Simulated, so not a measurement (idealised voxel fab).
Proc. module: voxel plated lines
Section cut is 195 nm wide and gridded with 5 nm square cells.
In this document a cross-section is written as a grid of square cells. It is given as a series of bands, listed from the top down, and a band is one or more rows of cells. Basically the band line says how high the top is and how high the bottom is, in nm, and then what's in it from left to right, every material with its width in nm. Empty space shows up as "air", and if a single material carries "edge to edge" it runs the full band edge to edge. Height datum 0, below which the as-received substrate wafer is one material. Lowest band open at the bottom, running downward: "0 nm and below". Width spec "30..40" -> top row of cells at first value, bottom row at second value, equal per-row change in between. The cross-section has no changed cell in any step marked "no modifications". "Closed internal cavities": empty spaces of 8 cells or more with no open way to the top, each given as width x height at distance, distance from the left edge, all in nm. On a step's line, text after the settings is the simulator commenting on that step. overlay nm: where the mask lay relative to plan, measured to the right, on steps with a mask; negatives go left.
## plan
1. RECEIVE,material Si
2. CONFORMAL_DEP,material SiN,thk nm 10
3. DIRECTIONAL_DEP,material TiN,thk nm 5
4. PATTERN,tone open,mask id LINES,material resist,width nm 20,pitch nm 40,thk nm 15,overlay nm 0
5. EPI,material Ru,thk nm 5
6. STRIP,etch materials resist
7. DIRECTIONAL_ETCH,etch materials TiN,depth nm 5
8. CONFORMAL_DEP,material SiCN,thk nm 10
## Here's what the wafer looked like in cross-section when it arrived - that's after step 1
  0 nm and below | Si edge to edge
  Closed internal cavities: none
## Final wafer profile in cross-section after the module, from the same start and plan as above, with one mistake made during processing
  30 nm to 20 nm | SiCN edge to edge
  20 nm to 15 nm | Ru: 45, then SiCN: 20, then Ru: 20, then SiCN: 20, then Ru: 20, then SiCN: 20, then Ru: 50
  15 nm to 10 nm | TiN: 45, then SiCN: 20, then TiN: 20, then SiCN: 20, then TiN: 20, then SiCN: 20, then TiN: 50
  10 nm to 0 nm | SiN edge to edge
  0 nm and below | Si edge to edge
  Closed internal cavities: none
Want to know what went wrong? step 4 went in with a setting other than planned; the actual run was PATTERN,tone cover,mask id LINES,material resist,width nm 20,pitch nm 40,thk nm 15,overlay nm 0
